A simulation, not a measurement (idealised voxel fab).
process module | voxel transistor to metal
cross-section cut | 210 nm wide | cells 5 nm
A cross-section is a grid of square cells, given in bands from the top down. A band is one or more rows of cells.
Each band's line starts with the height of the band's top and of its bottom, in nm. Then come its materials from left to right, each with its width in nm. One material with "throughout" fills the band from edge to edge. "air" is empty space.
Height 0 is the level under which the wafer as received is all one material. The lowest band goes on downwards, as in "0 down".
A width such as "30 to 40" changes by the same amount from each row of cells to the next, from the band's top row to its bottom row.
"no change" after a step means that no cell of the cross-section changed.
closed voids: empty space of 8 cells or more with no open way to the top, each as width x height at its distance from the left edge, in nm
after a step's settings: what the simulator itself notes on the step
overlay nm, on a step with a mask: how far to the right of its planned place the mask lay; to the left if negative
plan
1 op RECEIVE | material Si
2 op CONFORMAL_DEP | material SiO2 | thk nm 5
3 op CONFORMAL_DEP | material SiN | thk nm 10
4 op DIRECTIONAL_DEP | material aC | thk nm 10
5 op PATTERN | tone cover | mask id ACTIVE | material resist | width nm 105 | thk nm 25 | overlay nm 0
6 op DIRECTIONAL_ETCH | etch materials aC | depth nm 10
7 op STRIP | etch materials resist
8 op DIRECTIONAL_ETCH | etch materials SiN | depth nm 10
9 op DIRECTIONAL_ETCH | etch materials SiO2 | depth nm 5
10 op DIRECTIONAL_ETCH | etch materials Si | depth nm 30
11 op STRIP | etch materials aC
12 op FILL_DEP | material SiO2 | thk nm 15
13 op CMP | height nm 15
14 op SELECTIVE_ETCH | etch materials SiO2 | depth nm 5
15 op STRIP | etch materials SiN
16 op SELECTIVE_ETCH | etch materials SiO2 | depth nm 5
17 op OXIDIZE | depth nm 5
18 op DIRECTIONAL_DEP | material polySi | thk nm 20
19 op DIRECTIONAL_DEP | material SiCN | thk nm 10
20 op DIRECTIONAL_DEP | material aC | thk nm 10
21 op PATTERN | tone cover | mask id GATE | material resist | width nm 15 | thk nm 30 | overlay nm 0
22 op DIRECTIONAL_ETCH | etch materials aC | depth nm 10
23 op STRIP | etch materials resist
24 op DIRECTIONAL_ETCH | etch materials SiCN | depth nm 20
25 op DIRECTIONAL_ETCH | etch materials polySi | depth nm 30
26 op STRIP | etch materials aC
27 op CONFORMAL_DEP | material SiN | thk nm 5
28 op DIRECTIONAL_ETCH | etch materials SiN | depth nm 5
29 op DIRECTIONAL_ETCH | etch materials SiO2 | depth nm 5
30 op EPI | material pSi | thk nm 5
31 op FILL_DEP | material SiO2 | thk nm 10
32 op CMP | height nm 30
33 op DIRECTIONAL_DEP | material SiO2 | thk nm 15
34 op PATTERN | tone open | mask id CONTACT | material resist | width nm 30 | pitch nm 55 | thk nm 20 | overlay nm 0
35 op DIRECTIONAL_ETCH | etch materials SiO2 | depth nm 45
36 op STRIP | etch materials resist
37 op CONFORMAL_DEP | material TiN | thk nm 5
38 op FILL_DEP | material W | thk nm 5
39 op CMP | height nm 45
40 op DIRECTIONAL_DEP | material TiN | thk nm 5
41 op DIRECTIONAL_DEP | material W | thk nm 25
42 op DIRECTIONAL_DEP | material aC | thk nm 15
43 op PATTERN | tone cover | mask id METAL_1 | material resist | width nm 15 | pitch nm 70 | thk nm 35 | overlay nm 0
44 op DIRECTIONAL_ETCH | etch materials aC | depth nm 15
45 op STRIP | etch materials resist
46 op DIRECTIONAL_ETCH | etch materials W | depth nm 25
47 op DIRECTIONAL_ETCH | etch materials TiN | depth nm 5
48 op STRIP | etch materials aC
49 op FILL_DEP | material SiO2 | thk nm 10
50 op CMP | height nm 75
51 op CONFORMAL_DEP | material SiN | thk nm 5
varied across the wafers: depth nm of step 16. The plan shows the first wafer's value. All wafers start alike
first wafer as received, after step 1
  0 down: Si throughout
  closed voids: none
first wafer at the end, after step 51
  80 to 75: SiN throughout
  75 to 50: SiO2 60 | W 15 | SiO2 55 | W 15 | SiO2 65
  50 to 45: SiO2 60 | TiN 15 | SiO2 55 | TiN 15 | SiO2 65
  45 to 30: SiO2 60 | TiN 5 | W 20 | TiN 5 | SiO2 25 | TiN 5 | W 20 | TiN 5 | SiO2 65
  30 to 20: SiO2 60 | TiN 5 | W 20 | TiN 5 | SiN 5 | SiCN 15 | SiN 5 | TiN 5 | W 20 | TiN 5 | SiO2 65
  20 to 5: SiO2 60 | TiN 5 | W 20 | TiN 5 | SiN 5 | polySi 15 | SiN 5 | TiN 5 | W 20 | TiN 5 | SiO2 65
  5 to 0: SiO2 45 | SiN 5 | SiO2 10 | TiN 30 | SiN 5 | polySi 15 | SiN 5 | TiN 30 | SiO2 10 | SiN 5 | SiO2 50
  0 to -5: SiO2 50 | pSi 40 | SiO2 25 | pSi 40 | SiO2 55
  -5 to -30: SiO2 50 | Si 105 | SiO2 55
  -30 down: Si throughout
  closed voids: none
last wafer at the end
  80 to 75: SiN throughout
  75 to 50: SiO2 60 | W 15 | SiO2 55 | W 15 | SiO2 65
  50 to 45: SiO2 60 | TiN 15 | SiO2 55 | TiN 15 | SiO2 65
  45 to 30: SiO2 60 | TiN 5 | W 20 | TiN 5 | SiO2 25 | TiN 5 | W 20 | TiN 5 | SiO2 65
  30 to 20: SiO2 60 | TiN 5 | W 20 | TiN 5 | SiN 5 | SiCN 15 | SiN 5 | TiN 5 | W 20 | TiN 5 | SiO2 65
  20 to 5: SiO2 60 | TiN 5 | W 20 | TiN 5 | SiN 5 | polySi 15 | SiN 5 | TiN 5 | W 20 | TiN 5 | SiO2 65
  5 to 0: SiO2 60 | TiN 30 | SiN 5 | polySi 15 | SiN 5 | TiN 30 | SiO2 65
  0 to -5: SiO2 45 | SiN 5 | pSi 40 | SiO2 25 | pSi 40 | SiN 5 | SiO2 50
  -5 to -10: SiO2 45 | SiN 5 | SiO2 5 | Si 95 | SiO2 5 | SiN 5 | SiO2 50
  -10 to -15: SiO2 30 | SiN 5 | SiO2 10 | SiN 5 | SiO2 5 | Si 95 | SiO2 5 | SiN 5 | SiO2 10 | SiN 5 | SiO2 35
  -15 to -20: SiO2 55 | Si 95 | SiO2 60
  -20 to -30: SiO2 50 | Si 105 | SiO2 55
  -30 down: Si throughout
  closed voids: none
each wafer at the end: cells of each material gained (+) or lost (-) since it was received, then its closed voids
depth nm 5 | -147 Si | +6 SiCN | +56 SiN | +585 SiO2 | +50 TiN | +94 W | +16 pSi | +12 polySi | closed voids: none
depth nm 10 | -149 Si | +6 SiCN | +58 SiN | +585 SiO2 | +50 TiN | +94 W | +16 pSi | +12 polySi | closed voids: none
depth nm 15 | -151 Si | +6 SiCN | +60 SiN | +585 SiO2 | +50 TiN | +94 W | +16 pSi | +12 polySi | closed voids: none
depth nm 20 | -153 Si | +6 SiCN | +62 SiN | +585 SiO2 | +50 TiN | +94 W | +16 pSi | +12 polySi | closed voids: none
